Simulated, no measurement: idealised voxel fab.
Presented below is a process module, voxel trench capacitor.
FYI the section here is cut, 220 nm wide, cells are 5 nm squares.
This document writes a cross-section as a grid whose cells are square, and gives it as bands, listed from the top down; one or more rows of cells form a band.
Basically the band line says how high the top is and how high the bottom is, in nm, and then what's in it from left to right, every material with its width in nm. Empty space shows up as "empty", and if a single material carries "edge to edge" it runs the full band edge to edge.
Counting heights begins at 0, where everything beneath is, in the wafer as received, one material. The lowest band has no bottom; it goes on downwards, as "0..down" shows.
So if you see something like "30 to 40" for the width, read it as the top row of the band sitting at the first number and the bottom row at the second, with every row in between moving by the same amount as the last.
A step reported as "stayed the same" is a step in which no cell of the cross-section changed.
For the entry "Closed internal voids", the listed items are empty spaces with no open way to the top whose size is 8 cells or more; each item follows the pattern width x height at distance, where distance is from the left edge and all three are in nm.
Read whatever lies past the settings on a step's line as the simulator's own remark about the step.
What "overlay nm" on a step's line means: if the step has a mask, that mask lay this far to the right of its planned place, or, when the value is negative, to the left.

-- The planned process steps are enumerated hereunder
step 1: RECEIVE: material Si
step 2: CONFORMAL_DEP: material SiN, thk nm 5
step 3: DIRECTIONAL_DEP: material aC, thk nm 10
step 4: PATTERN: tone open, mask id TRENCH, material resist, width nm 25, pitch nm 40, thk nm 25, overlay nm 0
step 5: DIRECTIONAL_ETCH: etch materials aC, depth nm 10
step 6: STRIP: etch materials resist
step 7: DIRECTIONAL_ETCH: etch materials SiN, depth nm 5
step 8: DIRECTIONAL_ETCH: etch materials Si, depth nm 25
step 9: STRIP: etch materials aC
step 10: CONFORMAL_DEP: material SiO2, thk nm 5
step 11: FILL_DEP: material polySi, thk nm 5
step 12: CMP: height nm 5

-- The first of a set of two wafers, run to plan

-- So this is the incoming wafer in cross-section - it's already been through step 1
  0..down | Si edge to edge
  Closed internal voids: none

-- After step 2: wafer cross-section
  5..0 | SiN edge to edge
  No changes below 0.

-- After step 3: wafer cross-section
  15..5 | aC edge to edge
  No changes below 5.

-- After step 4: wafer cross-section
  40..15 | resist=35 | empty=25 | resist=15 | empty=25 | resist=15 | empty=25 | resist=15 | empty=25 | resist=40
  No changes below 15.

-- After step 5: wafer cross-section
  30..15 | resist=35 | empty=25 | resist=15 | empty=25 | resist=15 | empty=25 | resist=15 | empty=25 | resist=40
  15..5 | aC=35 | empty=25 | aC=15 | empty=25 | aC=15 | empty=25 | aC=15 | empty=25 | aC=40
  No changes below 5.

-- After step 6: wafer cross-section
  15..5 | aC=35 | empty=25 | aC=15 | empty=25 | aC=15 | empty=25 | aC=15 | empty=25 | aC=40
  No changes below 5.

-- After step 7: wafer cross-section
  15..5 | aC=35 | empty=25 | aC=15 | empty=25 | aC=15 | empty=25 | aC=15 | empty=25 | aC=40
  5..0 | SiN=35 | empty=25 | SiN=15 | empty=25 | SiN=15 | empty=25 | SiN=15 | empty=25 | SiN=40
  No changes below 0.

-- After step 8: wafer cross-section
  15..5 | aC=35 | empty=25 | aC=15 | empty=25 | aC=15 | empty=25 | aC=15 | empty=25 | aC=40
  5..0 | SiN=35 | empty=25 | SiN=15 | empty=25 | SiN=15 | empty=25 | SiN=15 | empty=25 | SiN=40
  0..-25 | Si=35 | empty=25 | Si=15 | empty=25 | Si=15 | empty=25 | Si=15 | empty=25 | Si=40
  No changes below -25.

-- After step 9: wafer cross-section
  5..0 | SiN=35 | empty=25 | SiN=15 | empty=25 | SiN=15 | empty=25 | SiN=15 | empty=25 | SiN=40
  No changes below 0.

-- After step 10: wafer cross-section
  10..5 | SiO2=40 | empty=15 | SiO2=25 | empty=15 | SiO2=25 | empty=15 | SiO2=25 | empty=15 | SiO2=45
  5..0 | SiN=35 | SiO2=5 | empty=15 | SiO2=5 | SiN=15 | SiO2=5 | empty=15 | SiO2=5 | SiN=15 | SiO2=5 | empty=15 | SiO2=5 | SiN=15 | SiO2=5 | empty=15 | SiO2=5 | SiN=40
  0..-20 | Si=35 | SiO2=5 | empty=15 | SiO2=5 | Si=15 | SiO2=5 | empty=15 | SiO2=5 | Si=15 | SiO2=5 | empty=15 | SiO2=5 | Si=15 | SiO2=5 | empty=15 | SiO2=5 | Si=40
  -20..-25 | Si=35 | SiO2=25 | Si=15 | SiO2=25 | Si=15 | SiO2=25 | Si=15 | SiO2=25 | Si=40
  No changes below -25.

-- After step 11: wafer cross-section
  15..10 | polySi edge to edge
  10..5 | SiO2=40 | polySi=15 | SiO2=25 | polySi=15 | SiO2=25 | polySi=15 | SiO2=25 | polySi=15 | SiO2=45
  5..0 | SiN=35 | SiO2=5 | polySi=15 | SiO2=5 | SiN=15 | SiO2=5 | polySi=15 | SiO2=5 | SiN=15 | SiO2=5 | polySi=15 | SiO2=5 | SiN=15 | SiO2=5 | polySi=15 | SiO2=5 | SiN=40
  0..-20 | Si=35 | SiO2=5 | polySi=15 | SiO2=5 | Si=15 | SiO2=5 | polySi=15 | SiO2=5 | Si=15 | SiO2=5 | polySi=15 | SiO2=5 | Si=15 | SiO2=5 | polySi=15 | SiO2=5 | Si=40
  No changes below -20.

-- After step 12: wafer cross-section
  5..0 | SiN=35 | SiO2=5 | polySi=15 | SiO2=5 | SiN=15 | SiO2=5 | polySi=15 | SiO2=5 | SiN=15 | SiO2=5 | polySi=15 | SiO2=5 | SiN=15 | SiO2=5 | polySi=15 | SiO2=5 | SiN=40
  No changes below 0.

-- The second wafer was prepared from the same starting point and under the same plan as the first; its processing contained one mistake, and it remains indistinguishable from the first wafer up to and including step 3

-- Second wafer: cross-section at the scheduled end of step 4
  40..15 | resist=45 | empty=25 | resist=15 | empty=25 | resist=15 | empty=25 | resist=15 | empty=25 | resist=30
  No changes below 15.

-- Second wafer: cross-section at the scheduled end of step 5
  30..15 | resist=45 | empty=25 | resist=15 | empty=25 | resist=15 | empty=25 | resist=15 | empty=25 | resist=30
  15..5 | aC=45 | empty=25 | aC=15 | empty=25 | aC=15 | empty=25 | aC=15 | empty=25 | aC=30
  No changes below 5.

-- Second wafer: cross-section at the scheduled end of step 6
  15..5 | aC=45 | empty=25 | aC=15 | empty=25 | aC=15 | empty=25 | aC=15 | empty=25 | aC=30
  No changes below 5.

-- Second wafer: cross-section at the scheduled end of step 7
  15..5 | aC=45 | empty=25 | aC=15 | empty=25 | aC=15 | empty=25 | aC=15 | empty=25 | aC=30
  5..0 | SiN=45 | empty=25 | SiN=15 | empty=25 | SiN=15 | empty=25 | SiN=15 | empty=25 | SiN=30
  No changes below 0.

-- Second wafer: cross-section at the scheduled end of step 8
  15..5 | aC=45 | empty=25 | aC=15 | empty=25 | aC=15 | empty=25 | aC=15 | empty=25 | aC=30
  5..0 | SiN=45 | empty=25 | SiN=15 | empty=25 | SiN=15 | empty=25 | SiN=15 | empty=25 | SiN=30
  0..-25 | Si=45 | empty=25 | Si=15 | empty=25 | Si=15 | empty=25 | Si=15 | empty=25 | Si=30
  No changes below -25.

-- Second wafer: cross-section at the scheduled end of step 9
  5..0 | SiN=45 | empty=25 | SiN=15 | empty=25 | SiN=15 | empty=25 | SiN=15 | empty=25 | SiN=30
  No changes below 0.

-- Second wafer: cross-section at the scheduled end of step 10
  10..5 | SiO2=50 | empty=15 | SiO2=25 | empty=15 | SiO2=25 | empty=15 | SiO2=25 | empty=15 | SiO2=35
  5..0 | SiN=45 | SiO2=5 | empty=15 | SiO2=5 | SiN=15 | SiO2=5 | empty=15 | SiO2=5 | SiN=15 | SiO2=5 | empty=15 | SiO2=5 | SiN=15 | SiO2=5 | empty=15 | SiO2=5 | SiN=30
  0..-20 | Si=45 | SiO2=5 | empty=15 | SiO2=5 | Si=15 | SiO2=5 | empty=15 | SiO2=5 | Si=15 | SiO2=5 | empty=15 | SiO2=5 | Si=15 | SiO2=5 | empty=15 | SiO2=5 | Si=30
  -20..-25 | Si=45 | SiO2=25 | Si=15 | SiO2=25 | Si=15 | SiO2=25 | Si=15 | SiO2=25 | Si=30
  No changes below -25.

-- Second wafer: cross-section at the scheduled end of step 11
  15..10 | polySi edge to edge
  10..5 | SiO2=50 | polySi=15 | SiO2=25 | polySi=15 | SiO2=25 | polySi=15 | SiO2=25 | polySi=15 | SiO2=35
  5..0 | SiN=45 | SiO2=5 | polySi=15 | SiO2=5 | SiN=15 | SiO2=5 | polySi=15 | SiO2=5 | SiN=15 | SiO2=5 | polySi=15 | SiO2=5 | SiN=15 | SiO2=5 | polySi=15 | SiO2=5 | SiN=30
  0..-20 | Si=45 | SiO2=5 | polySi=15 | SiO2=5 | Si=15 | SiO2=5 | polySi=15 | SiO2=5 | Si=15 | SiO2=5 | polySi=15 | SiO2=5 | Si=15 | SiO2=5 | polySi=15 | SiO2=5 | Si=30
  No changes below -20.

-- Second wafer: cross-section at the scheduled end of step 12
  5..0 | SiN=45 | SiO2=5 | polySi=15 | SiO2=5 | SiN=15 | SiO2=5 | polySi=15 | SiO2=5 | SiN=15 | SiO2=5 | polySi=15 | SiO2=5 | SiN=15 | SiO2=5 | polySi=15 | SiO2=5 | SiN=30
  No changes below 0.
Want to know what went wrong? note that step 4 departed from the planned setting and was carried out as PATTERN: tone open, mask id TRENCH, material resist, width nm 25, pitch nm 40, thk nm 25, overlay nm 10
Comparing end states, the material composition by cell count is preserved from the first wafer to the second, while the locations of the cells are not.
